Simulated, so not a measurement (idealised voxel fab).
Title: Process Module voxel ribs on slabs
FYI the section here is cut, 155 nm wide, cells are 5 nm squares.
Heads up, the way a cross-section reads in here is a grid of square cells, handed over as bands from the top down, with every band being one or more rows of cells.
Band entry format. Leading values: height of top, height of bottom, nm. Remainder: materials in left-to-right order, each with its width in nm. Special words: "full width" on a single material, which then fills the band edge to edge; "blank", empty space.
Convention: height 0 is the level below which the wafer, as received, is all one material. The lowest band does not terminate at the bottom but continues downward, represented as "0 and below".
The two numbers in a width such as "30..40" mark its ends across the band: the first belongs to the top row of cells, the second to the bottom row, and from each row to the next the width moves by the same amount.
"nothing altered" for a step: no cell of the cross-section changed in that step.
Empty spaces without an open route to the top, at least 8 cells in extent, make up the entry "Sealed void inventory"; each is given as width x height at distance, where the distance is measured from the left edge, and all are in nm.
If you see something after the settings on a step's line, that's the simulator's own remark about that step.
What "overlay nm" on a step's line means: if the step has a mask, that mask lay this far to the right of its planned place, or, when the value is negative, to the left.

## Process steps foreseen in the plan
| 1 | RECEIVE with material Si |
| 2 | DIRECTIONAL_DEP with material SiO2, thk nm 20 |
| 3 | DIRECTIONAL_DEP with material SiN, thk nm 15 |
| 4 | DIRECTIONAL_DEP with material aC, thk nm 15 |
| 5 | PATTERN with tone cover, mask id RIB, material resist, width nm 30, thk nm 35, overlay nm 0 |
| 6 | DIRECTIONAL_ETCH with etch materials aC, depth nm 15 |
| 7 | STRIP with etch materials resist |
| 8 | DIRECTIONAL_ETCH with etch materials SiN, depth nm 10 |
| 9 | STRIP with etch materials aC |
| 10 | MASKED_ETCH with tone cover, mask id SLAB, width nm 90, etch materials SiN, depth nm 5, overlay nm 0 |
| 11 | FILL_DEP with material SiO2, thk nm 15 |
| 12 | CMP with height nm 45 |
| 13 | DIRECTIONAL_DEP with material W, thk nm 5 |
| 14 | MASKED_ETCH with tone cover, mask id HEATER, width nm 40, etch materials W, depth nm 5, overlay nm 0 |
| 15 | CONFORMAL_DEP with material SiN, thk nm 10 |

## First of two wafers, with the run carried out as planned

## Cross-section: wafer on arrival = after step 1
  0 and below  Si full width
  Sealed void inventory: none

## Cross-section: wafer state after step 2
  20 down to 0  SiO2 full width
  Heights below 0 show no change.

## Cross-section: wafer state after step 3
  35 down to 20  SiN full width
  Heights below 20 show no change.

## Cross-section: wafer state after step 4
  50 down to 35  aC full width
  Heights below 35 show no change.

## Cross-section: wafer state after step 5
  85 down to 50  60 blank; 30 resist; 65 blank
  Heights below 50 show no change.

## Cross-section: wafer state after step 6
  70 down to 50  60 blank; 30 resist; 65 blank
  50 down to 35  60 blank; 30 aC; 65 blank
  Heights below 35 show no change.

## Cross-section: wafer state after step 7
  50 down to 35  60 blank; 30 aC; 65 blank
  Heights below 35 show no change.

## Cross-section: wafer state after step 8
  50 down to 35  60 blank; 30 aC; 65 blank
  35 down to 25  60 blank; 30 SiN; 65 blank
  Heights below 25 show no change.

## Cross-section: wafer state after step 9
  35 down to 25  60 blank; 30 SiN; 65 blank
  Heights below 25 show no change.

## Cross-section: wafer state after step 10
  35 down to 25  60 blank; 30 SiN; 65 blank
  25 down to 20  30 blank; 90 SiN; 35 blank
  Heights below 20 show no change.

## Cross-section: wafer state after step 11
  50 down to 35  SiO2 full width
  35 down to 25  60 SiO2; 30 SiN; 65 SiO2
  25 down to 20  30 SiO2; 90 SiN; 35 SiO2
  Heights below 20 show no change.

## Cross-section: wafer state after step 12
  45 down to 35  SiO2 full width
  Heights below 35 show no change.

## Cross-section: wafer state after step 13
  50 down to 45  W full width
  Heights below 45 show no change.

## Cross-section: wafer state after step 14
  50 down to 45  55 blank; 40 W; 60 blank
  Heights below 45 show no change.

## Cross-section: wafer state after step 15
  60 down to 55  45 blank; 60 SiN; 50 blank
  55 down to 50  SiN full width
  50 down to 45  55 SiN; 40 W; 60 SiN
  Heights below 45 show no change.

## The second wafer began exactly as the first did and followed the same plan, but one mistake was made while running it; through step 14 inclusive, the two wafers are identical

Here is the second wafer in cross-section at the point where step 15 of the plan should have been done: nothing altered
Misprocessing identified: step 15 of the plan did not run at all; it was left out
Wafer comparison, final, in cells, second relative to first, materials more or fewer: -66 SiN
